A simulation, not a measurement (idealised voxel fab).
Presented below is a process module, voxel self aligned contacts.
Section shown: cut. Width: 300 nm. Cell size: 5 nm, square.
Reading order for cross-sections: top band down to bottom band. Underlying form: a grid of square cells. Band size: one or more rows of cells.
What a band's entry tells you: where the top is and where the bottom is, as heights in nm, and after that what lies inside, material by material from left to right, each with its width in nm. Empty space is written as the word "air", and a single material marked with the word "everywhere" occupies the band from edge to edge.
We count height from 0. Below that, the starting wafer is all one material. The lowest band never ends at the bottom but goes on down; see "z 0 and below" for how that is written.
Top row gets the first number, bottom row gets the second, and each row in between changes by the same step: that is how a band width like "30..40" works.
A step reported as "remained unchanged" is a step in which no cell of the cross-section changed.
The entry "Catalogued sealed voids" lists the empty spaces that cover at least 8 cells and have no open path to the top. Each is written as width x height at distance, where the distance is measured from the left edge and all three values are in nm.
Anything after a step's settings on that line? It's the simulator's own note about the step.
overlay nm: how far to the right of its planned place the mask lay on this masked step (negative: to the left).
### Process steps - plan
1: RECEIVE | material Si
2: CONFORMAL_DEP | material SiO2 | thk nm 5
3: DIRECTIONAL_DEP | material polySi | thk nm 20
4: DIRECTIONAL_DEP | material SiN | thk nm 15
5: PATTERN | tone cover | mask id GATE | material resist | width nm 25 | pitch nm 60 | thk nm 15 | overlay nm 0
6: DIRECTIONAL_ETCH | etch materials SiN | depth nm 15
7: DIRECTIONAL_ETCH | etch materials polySi | depth nm 20
8: STRIP | etch materials resist
9: CONFORMAL_DEP | material SiN | thk nm 5
10: DIRECTIONAL_ETCH | etch materials SiN | depth nm 5
11: FILL_DEP | material SiO2 | thk nm 15
12: CMP | height nm 50
13: PATTERN | tone open | mask id CONTACT | material resist | width nm 45 | pitch nm 60 | thk nm 15 | overlay nm -15
14: DIRECTIONAL_ETCH | etch materials SiO2 | depth nm 50
15: STRIP | etch materials resist
16: CONFORMAL_DEP | material TiN | thk nm 5
17: FILL_DEP | material W | thk nm 10
18: CMP | height nm 50
19: CONFORMAL_DEP | material SiCN | thk nm 5
Wafers differ in overlay nm at step 13; plan lists the first wafer's value; identical starting state.
### First of several wafers (as received, post step 1), cross-sectional view
- z 0 and below  Si everywhere
- Catalogued sealed voids: none
### Note: the following table is arranged by wafer, a row apiece. Each row reports the end-of-module state: per material, cells gained (+) or cells lost (-) compared with the wafer as received; closed voids follow
overlay nm -15; +60 SiCN; +87 SiN; +353 SiO2; +54 TiN; +46 W; +60 polySi; Catalogued sealed voids: none
overlay nm -10; +60 SiCN; +87 SiN; +337 SiO2; +54 TiN; +62 W; +60 polySi; Catalogued sealed voids: none
overlay nm -5; +60 SiCN; +87 SiN; +337 SiO2; +54 TiN; +62 W; +60 polySi; Catalogued sealed voids: none
overlay nm 0; +60 SiCN; +87 SiN; +337 SiO2; +54 TiN; +62 W; +60 polySi; Catalogued sealed voids: none
overlay nm 5; +60 SiCN; +87 SiN; +337 SiO2; +54 TiN; +62 W; +60 polySi; Catalogued sealed voids: none
overlay nm 10; +60 SiCN; +87 SiN; +337 SiO2; +54 TiN; +62 W; +60 polySi; Catalogued sealed voids: none
overlay nm 15; +60 SiCN; +87 SiN; +353 SiO2; +54 TiN; +46 W; +60 polySi; Catalogued sealed voids: none
